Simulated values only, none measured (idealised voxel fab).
process module | voxel quadruple lines
cross-section cut | 155 nm wide | cells 5 nm
A cross-section is a grid of square cells, given in bands from the top down. A band is one or more rows of cells.
Each band's line starts with the height of the band's top and of its bottom, in nm. Then come its materials from left to right, each with its width in nm. One material with "throughout" fills the band from edge to edge. "air" is empty space.
Height 0 is the level under which the wafer as received is all one material. The lowest band goes on downwards, as in "0 down".
A width such as "30 to 40" changes by the same amount from each row of cells to the next, from the band's top row to its bottom row.
"no change" after a step means that no cell of the cross-section changed.
closed voids: empty space of 8 cells or more with no open way to the top, each as width x height at its distance from the left edge, in nm
after a step's settings: what the simulator itself notes on the step
overlay nm, on a step with a mask: how far to the right of its planned place the mask lay; to the left if negative
plan
1 op RECEIVE | material Si
2 op CONFORMAL_DEP | material SiO2 | thk nm 5
3 op DIRECTIONAL_DEP | material W | thk nm 10
4 op DIRECTIONAL_DEP | material polySi | thk nm 15
5 op DIRECTIONAL_DEP | material aC | thk nm 20
6 op PATTERN | tone cover | mask id MANDREL | material resist | width nm 35 | thk nm 30 | overlay nm 0
7 op DIRECTIONAL_ETCH | etch materials aC | depth nm 20
8 op STRIP | etch materials resist
9 op CONFORMAL_DEP | material SiO2 | thk nm 15
10 op DIRECTIONAL_ETCH | etch materials SiO2 | depth nm 15
11 op STRIP | etch materials aC
12 op DIRECTIONAL_ETCH | etch materials polySi | depth nm 15
13 op STRIP | etch materials SiO2
14 op CONFORMAL_DEP | material SiCN | thk nm 10
15 op DIRECTIONAL_ETCH | etch materials SiCN | depth nm 10
16 op STRIP | etch materials polySi
17 op DIRECTIONAL_ETCH | etch materials W | depth nm 10
18 op STRIP | etch materials SiCN
first wafer, as planned
as received, after step 1
  0 down: Si throughout
  closed voids: none
after step 2
  5 to 0: SiO2 throughout
  below 0: unchanged
after step 3
  15 to 5: W throughout
  below 5: unchanged
after step 4
  30 to 15: polySi throughout
  below 15: unchanged
after step 5
  50 to 30: aC throughout
  below 30: unchanged
after step 6
  80 to 50: air 60 | resist 35 | air 60
  below 50: unchanged
after step 7
  60 to 50: air 60 | resist 35 | air 60
  50 to 30: air 60 | aC 35 | air 60
  below 30: unchanged
after step 8
  50 to 30: air 60 | aC 35 | air 60
  below 30: unchanged
after step 9
  65 to 50: air 45 | SiO2 65 | air 45
  50 to 45: air 45 | SiO2 15 | aC 35 | SiO2 15 | air 45
  45 to 30: SiO2 60 | aC 35 | SiO2 60
  below 30: unchanged
after step 10
  50 to 30: air 45 | SiO2 15 | aC 35 | SiO2 15 | air 45
  below 30: unchanged
after step 11
  50 to 30: air 45 | SiO2 15 | air 35 | SiO2 15 | air 45
  below 30: unchanged
after step 12
  50 to 30: air 45 | SiO2 15 | air 35 | SiO2 15 | air 45
  30 to 15: air 45 | polySi 15 | air 35 | polySi 15 | air 45
  below 15: unchanged
after step 13
  30 to 15: air 45 | polySi 15 | air 35 | polySi 15 | air 45
  below 15: unchanged
after step 14
  40 to 30: air 35 | SiCN 35 | air 15 | SiCN 35 | air 35
  30 to 25: air 35 | SiCN 10 | polySi 15 | SiCN 10 | air 15 | SiCN 10 | polySi 15 | SiCN 10 | air 35
  25 to 15: SiCN 45 | polySi 15 | SiCN 35 | polySi 15 | SiCN 45
  below 15: unchanged
after step 15
  30 to 15: air 35 | SiCN 10 | polySi 15 | SiCN 10 | air 15 | SiCN 10 | polySi 15 | SiCN 10 | air 35
  below 15: unchanged
after step 16
  30 to 15: air 35 | SiCN 10 | air 15 | SiCN 10 | air 15 | SiCN 10 | air 15 | SiCN 10 | air 35
  below 15: unchanged
after step 17
  30 to 15: air 35 | SiCN 10 | air 15 | SiCN 10 | air 15 | SiCN 10 | air 15 | SiCN 10 | air 35
  15 to 5: air 35 | W 10 | air 15 | W 10 | air 15 | W 10 | air 15 | W 10 | air 35
  below 5: unchanged
after step 18
  15 to 5: air 35 | W 10 | air 15 | W 10 | air 15 | W 10 | air 15 | W 10 | air 35
  below 5: unchanged
second wafer: like start, like plan, one mistake. Through step 15 it matches the first wafer
when step 16 should have ended
  30 to 15: air 35 | SiCN 10 | polySi 15 | SiCN 10 | air 15 | SiCN 10 | polySi 15 | SiCN 10 | air 35
  15 to 5: air 35 | W 35 | air 15 | W 35 | air 35
  below 5: unchanged
when step 17 should have ended
  30 to 15: air 35 | SiCN 10 | air 15 | SiCN 10 | air 15 | SiCN 10 | air 15 | SiCN 10 | air 35
  below 15: unchanged
when step 18 should have ended
  15 to 5: air 35 | W 35 | air 15 | W 35 | air 35
  below 5: unchanged
what went wrong: steps 16 and 17 were swapped
at the end the second wafer has, in cells: 12 more of W
